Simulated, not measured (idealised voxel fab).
Module name: voxel tone inversion (process module)
Section shown: cut. Width: 205 nm. Cell size: 5 nm, square.
Throughout this document, each cross-section is represented as a grid of square cells and is presented as a sequence of bands enumerated from the top downward, where a band comprises one or more rows of cells. Per band: top height and bottom height in nm, followed by the left-to-right materials and their widths in nm; "all across" marks a single material spanning edge to edge, "air" marks empty space. Note: height 0 marks the level under which the wafer is uniformly one material as received. Lowest band unbounded below, written "0 down". The width entry "30..40" should be interpreted row by row: the top row of cells in the band takes the first number, the bottom row takes the second number, and the change between adjacent rows is uniform throughout. Reading "nothing altered" for a step: not a cell of the cross-section changed in it. "Voids, fully enclosed" contains a list of empty spaces, each no smaller than 8 cells and without an open way to the top, written in the form width x height at distance with the distance from the left edge and all three in nm. Heads up: the bit after the settings on a step's line is the simulator's remark on that step. Among the settings permitted on a step's line is "overlay nm"; applied to a step with a mask, it specifies the extent to which the mask lay to the right of its planned position, whereas a negative figure signifies a position to the left.

# Here's what the planned process steps look like
step 1: RECEIVE: material Si
step 2: CONFORMAL_DEP: material SiCN, thk nm 5
step 3: DIRECTIONAL_DEP: material aC, thk nm 25
step 4: PATTERN: tone cover, mask id POSTS, material resist, width nm 25, pitch nm 40, thk nm 35, overlay nm 0
step 5: DIRECTIONAL_ETCH: etch materials aC, depth nm 25
step 6: STRIP: etch materials resist
step 7: FILL_DEP: material lowk, thk nm 10
step 8: CMP: height nm 30
step 9: STRIP: etch materials aC
step 10: CONFORMAL_DEP: material TiN, thk nm 5
step 11: FILL_DEP: material Cu, thk nm 5
step 12: CMP: height nm 30
step 13: CONFORMAL_DEP: material SiN, thk nm 5

# First of two wafers, with the run carried out as planned

# As received (post step 1): cross-section
- 0 down | Si all across
- Voids, fully enclosed: none

# State of the wafer after step 2, shown in cross-section
- 5 to 0 | SiCN all across
- At heights below 0, the structure remains unaltered.

# State of the wafer after step 3, shown in cross-section
- 30 to 5 | aC all across
- At heights below 5, the structure remains unaltered.

# State of the wafer after step 4, shown in cross-section
- 65 to 30 | 30 of air, then 25 of resist, then 15 of air, then 25 of resist, then 15 of air, then 25 of resist, then 15 of air, then 25 of resist, then 30 of air
- At heights below 30, the structure remains unaltered.

# State of the wafer after step 5, shown in cross-section
- 40 to 30 | 30 of air, then 25 of resist, then 15 of air, then 25 of resist, then 15 of air, then 25 of resist, then 15 of air, then 25 of resist, then 30 of air
- 30 to 5 | 30 of air, then 25 of aC, then 15 of air, then 25 of aC, then 15 of air, then 25 of aC, then 15 of air, then 25 of aC, then 30 of air
- At heights below 5, the structure remains unaltered.

# State of the wafer after step 6, shown in cross-section
- 30 to 5 | 30 of air, then 25 of aC, then 15 of air, then 25 of aC, then 15 of air, then 25 of aC, then 15 of air, then 25 of aC, then 30 of air
- At heights below 5, the structure remains unaltered.

# State of the wafer after step 7, shown in cross-section
- 40 to 30 | lowk all across
- 30 to 5 | 30 of lowk, then 25 of aC, then 15 of lowk, then 25 of aC, then 15 of lowk, then 25 of aC, then 15 of lowk, then 25 of aC, then 30 of lowk
- At heights below 5, the structure remains unaltered.

# State of the wafer after step 8, shown in cross-section
- 30 to 5 | 30 of lowk, then 25 of aC, then 15 of lowk, then 25 of aC, then 15 of lowk, then 25 of aC, then 15 of lowk, then 25 of aC, then 30 of lowk
- At heights below 5, the structure remains unaltered.

# State of the wafer after step 9, shown in cross-section
- 30 to 5 | 30 of lowk, then 25 of air, then 15 of lowk, then 25 of air, then 15 of lowk, then 25 of air, then 15 of lowk, then 25 of air, then 30 of lowk
- At heights below 5, the structure remains unaltered.

# State of the wafer after step 10, shown in cross-section
- 35 to 30 | 35 of TiN, then 15 of air, then 25 of TiN, then 15 of air, then 25 of TiN, then 15 of air, then 25 of TiN, then 15 of air, then 35 of TiN
- 30 to 10 | 30 of lowk, then 5 of TiN, then 15 of air, then 5 of TiN, then 15 of lowk, then 5 of TiN, then 15 of air, then 5 of TiN, then 15 of lowk, then 5 of TiN, then 15 of air, then 5 of TiN, then 15 of lowk, then 5 of TiN, then 15 of air, then 5 of TiN, then 30 of lowk
- 10 to 5 | 30 of lowk, then 25 of TiN, then 15 of lowk, then 25 of TiN, then 15 of lowk, then 25 of TiN, then 15 of lowk, then 25 of TiN, then 30 of lowk
- At heights below 5, the structure remains unaltered.

# State of the wafer after step 11, shown in cross-section
- 40 to 35 | Cu all across
- 35 to 30 | 35 of TiN, then 15 of Cu, then 25 of TiN, then 15 of Cu, then 25 of TiN, then 15 of Cu, then 25 of TiN, then 15 of Cu, then 35 of TiN
- 30 to 10 | 30 of lowk, then 5 of TiN, then 15 of Cu, then 5 of TiN, then 15 of lowk, then 5 of TiN, then 15 of Cu, then 5 of TiN, then 15 of lowk, then 5 of TiN, then 15 of Cu, then 5 of TiN, then 15 of lowk, then 5 of TiN, then 15 of Cu, then 5 of TiN, then 30 of lowk
- At heights below 10, the structure remains unaltered.

# State of the wafer after step 12, shown in cross-section
- 30 to 10 | 30 of lowk, then 5 of TiN, then 15 of Cu, then 5 of TiN, then 15 of lowk, then 5 of TiN, then 15 of Cu, then 5 of TiN, then 15 of lowk, then 5 of TiN, then 15 of Cu, then 5 of TiN, then 15 of lowk, then 5 of TiN, then 15 of Cu, then 5 of TiN, then 30 of lowk
- At heights below 10, the structure remains unaltered.

# State of the wafer after step 13, shown in cross-section
- 35 to 30 | SiN all across
- At heights below 30, the structure remains unaltered.

# The second wafer: identical to the first at the outset and in its planned sequence, differing only in that one mistake was made during processing; up to and including step 7, its path is the first wafer's path

# Second wafer shown in cross-section at the time step 8 was slated to end
- 25 to 5 | 30 of lowk, then 25 of aC, then 15 of lowk, then 25 of aC, then 15 of lowk, then 25 of aC, then 15 of lowk, then 25 of aC, then 30 of lowk
- At heights below 5, the structure remains unaltered.

# Second wafer shown in cross-section at the time step 9 was slated to end
- 25 to 5 | 30 of lowk, then 25 of air, then 15 of lowk, then 25 of air, then 15 of lowk, then 25 of air, then 15 of lowk, then 25 of air, then 30 of lowk
- At heights below 5, the structure remains unaltered.

# Second wafer shown in cross-section at the time step 10 was slated to end
- 30 to 25 | 35 of TiN, then 15 of air, then 25 of TiN, then 15 of air, then 25 of TiN, then 15 of air, then 25 of TiN, then 15 of air, then 35 of TiN
- 25 to 10 | 30 of lowk, then 5 of TiN, then 15 of air, then 5 of TiN, then 15 of lowk, then 5 of TiN, then 15 of air, then 5 of TiN, then 15 of lowk, then 5 of TiN, then 15 of air, then 5 of TiN, then 15 of lowk, then 5 of TiN, then 15 of air, then 5 of TiN, then 30 of lowk
- 10 to 5 | 30 of lowk, then 25 of TiN, then 15 of lowk, then 25 of TiN, then 15 of lowk, then 25 of TiN, then 15 of lowk, then 25 of TiN, then 30 of lowk
- At heights below 5, the structure remains unaltered.

# Second wafer shown in cross-section at the time step 11 was slated to end
- 35 to 30 | Cu all across
- 30 to 25 | 35 of TiN, then 15 of Cu, then 25 of TiN, then 15 of Cu, then 25 of TiN, then 15 of Cu, then 25 of TiN, then 15 of Cu, then 35 of TiN
- 25 to 10 | 30 of lowk, then 5 of TiN, then 15 of Cu, then 5 of TiN, then 15 of lowk, then 5 of TiN, then 15 of Cu, then 5 of TiN, then 15 of lowk, then 5 of TiN, then 15 of Cu, then 5 of TiN, then 15 of lowk, then 5 of TiN, then 15 of Cu, then 5 of TiN, then 30 of lowk
- At heights below 10, the structure remains unaltered.

# Second wafer shown in cross-section at the time step 12 was slated to end
- 30 to 25 | 35 of TiN, then 15 of Cu, then 25 of TiN, then 15 of Cu, then 25 of TiN, then 15 of Cu, then 25 of TiN, then 15 of Cu, then 35 of TiN
- At heights below 25, the structure remains unaltered.

# Second wafer shown in cross-section at the time step 13 was slated to end
- 35 to 30 | SiN all across
- At heights below 30, the structure remains unaltered.
In executing the process, a mistake was made relative to the plan: heads up, step 8 didn't go per plan, it actually ran as CMP: height nm 25
Materials where the second wafer ends with more or fewer cells than the first: TiN: 21 more; lowk: 21 fewer
